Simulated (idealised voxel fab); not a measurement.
Documented hereafter: the process module known as voxel capacitor over wiring.
Square cell edge 5 nm, section width 235 nm, ID cut.
Just so we're on the same page, the cross-sections are grids of square cells, and they're listed out in bands top to bottom, each band one or more rows deep.
This entry defines a band. It first specifies the height of the band's top and the height of its bottom in nm, and then specifies the band's materials from left to right, stating each material with its width in nm. The word "edge to edge" identifies a single material that fills the band from edge to edge, while the word "air" identifies empty space.
We count height from 0. Below that, the starting wafer is all one material. The lowest band never ends at the bottom but goes on down; see "0 down" for how that is written.
The width entry "30..40" should be interpreted row by row: the top row of cells in the band takes the first number, the bottom row takes the second number, and the change between adjacent rows is uniform throughout.
No cell of the cross-section changed in a step that is given as "remained the same".
Entry "Completely enclosed voids" = empty spaces >= 8 cells with no open way to the top; each as width x height at distance, distance from left edge, all nm.
If you see something after the settings on a step's line, that's the simulator's own remark about that step.
What "overlay nm" on a step's line means: if the step has a mask, that mask lay this far to the right of its planned place, or, when the value is negative, to the left.

List of planned process steps:
1 RECEIVE (material Si)
2 CONFORMAL_DEP (material SiO2; thk nm 15)
3 CONFORMAL_DEP (material SiN; thk nm 5)
4 DIRECTIONAL_DEP (material SiO2; thk nm 15)
5 DIRECTIONAL_DEP (material aC; thk nm 10)
6 PATTERN (tone open; mask id METAL_1; material resist; width nm 25; pitch nm 90; thk nm 30; overlay nm 0)
7 DIRECTIONAL_ETCH (etch materials aC; depth nm 10)
8 STRIP (etch materials resist)
9 DIRECTIONAL_ETCH (etch materials SiO2; depth nm 15)
10 DIRECTIONAL_ETCH (etch materials SiN; depth nm 5)
11 STRIP (etch materials aC)
12 CONFORMAL_DEP (material TiN; thk nm 5)
13 FILL_DEP (material Cu; thk nm 5)
14 CMP (height nm 35)
15 EPI (material Ru; thk nm 5)
16 FILL_DEP (material SiCN; thk nm 5)
17 DIRECTIONAL_DEP (material lowk; thk nm 15)
18 DIRECTIONAL_DEP (material aC; thk nm 10)
19 PATTERN (tone open; mask id PLUG_1; material resist; width nm 15; thk nm 30; overlay nm 0)
20 DIRECTIONAL_ETCH (etch materials aC; depth nm 10)
21 STRIP (etch materials resist)
22 DIRECTIONAL_ETCH (etch materials lowk; depth nm 15)
23 DIRECTIONAL_ETCH (etch materials SiCN; depth nm 5)
24 STRIP (etch materials aC)
25 EPI (material Ru; thk nm 10)
26 EPI (material Ru; thk nm 10)
27 DIRECTIONAL_DEP (material TiN; thk nm 5)
28 DIRECTIONAL_DEP (material Al2O3; thk nm 5)
29 DIRECTIONAL_DEP (material TiN; thk nm 10)
30 MASKED_ETCH (tone cover; mask id UPPER_PLATE; width nm 70; etch materials TiN; depth nm 10; overlay nm 0)
31 MASKED_ETCH (tone cover; mask id UPPER_PLATE; width nm 70; etch materials Al2O3; depth nm 5; overlay nm 0)
32 DIRECTIONAL_DEP (material aC; thk nm 15)
33 PATTERN (tone cover; mask id LOWER_PLATE; material resist; width nm 80; thk nm 35; overlay nm 0)
34 DIRECTIONAL_ETCH (etch materials aC; depth nm 15)
35 STRIP (etch materials resist)
36 DIRECTIONAL_ETCH (etch materials TiN; depth nm 5)
37 STRIP (etch materials aC)
38 FILL_DEP (material SiO2; thk nm 15)
39 CMP (height nm 90)
40 DIRECTIONAL_DEP (material aC; thk nm 15)
41 PATTERN (tone open; mask id PLUG_2; material resist; width nm 15; thk nm 35; overlay nm 0)
42 DIRECTIONAL_ETCH (etch materials aC; depth nm 15)
43 STRIP (etch materials resist)
44 DIRECTIONAL_ETCH (etch materials SiO2; depth nm 10)
45 STRIP (etch materials aC)
46 CONFORMAL_DEP (material TiN; thk nm 5)
47 FILL_DEP (material Ru; thk nm 5)
48 CMP (height nm 90)
49 CONFORMAL_DEP (material SiCN; thk nm 5)

Incoming wafer in cross-section (state: after step 1):
	0 down  Si edge to edge
	Completely enclosed voids: none

Sectioned view, first of two wafers, at the close of the module, processed as intended in the plan:
	95 to 90  SiCN edge to edge
	90 to 85  80 of SiO2  5 of TiN  5 of Ru  5 of TiN  140 of SiO2
	85 to 80  80 of SiO2  15 of TiN  140 of SiO2
	80 to 70  70 of SiO2  70 of TiN  95 of SiO2
	70 to 65  70 of SiO2  70 of Al2O3  95 of SiO2
	65 to 60  65 of SiO2  80 of TiN  90 of SiO2
	60 to 45  70 of lowk  15 of Ru  150 of lowk
	45 to 40  70 of SiCN  15 of Ru  150 of SiCN
	40 to 35  55 of SiCN  35 of Ru  55 of SiCN  35 of Ru  55 of SiCN
	35 to 20  60 of SiO2  5 of TiN  15 of Cu  5 of TiN  65 of SiO2  5 of TiN  15 of Cu  5 of TiN  60 of SiO2
	20 to 15  60 of SiN  25 of TiN  65 of SiN  25 of TiN  60 of SiN
	15 to 0  SiO2 edge to edge
	0 down  Si edge to edge
	Completely enclosed voids: none

Wafer two, end of module, cross-section. Same start, same plan as wafer one. One mistake in the run:
	95 to 90  SiCN edge to edge
	90 to 85  80 of SiO2  5 of TiN  5 of Ru  5 of TiN  140 of SiO2
	85 to 80  80 of SiO2  15 of TiN  140 of SiO2
	80 to 70  70 of SiO2  70 of TiN  95 of SiO2
	70 to 65  70 of SiO2  70 of Al2O3  95 of SiO2
	65 to 60  65 of SiO2  80 of TiN  90 of SiO2
	60 to 45  70 of lowk  15 of Ru  150 of lowk
	45 to 40  70 of SiCN  15 of Ru  150 of SiCN
	40 to 35  65 of Ru  15 of SiCN  75 of Ru  15 of SiCN  65 of Ru
	35 to 20  55 of Cu  5 of TiN  25 of SiO2  5 of TiN  55 of Cu  5 of TiN  25 of SiO2  5 of TiN  55 of Cu
	20 to 15  60 of TiN  25 of SiN  65 of TiN  25 of SiN  60 of TiN
	15 to 0  SiO2 edge to edge
	0 down  Si edge to edge
	Completely enclosed voids: none
Deviation noted in wafer processing: step 6 ran as: PATTERN (tone cover; mask id METAL_1; material resist; width nm 25; pitch nm 90; thk nm 30; overlay nm 0)
at the end the second wafer has, in cells: +81 Cu | +27 Ru | -27 SiCN | -27 SiN | -81 SiO2 | +27 TiN
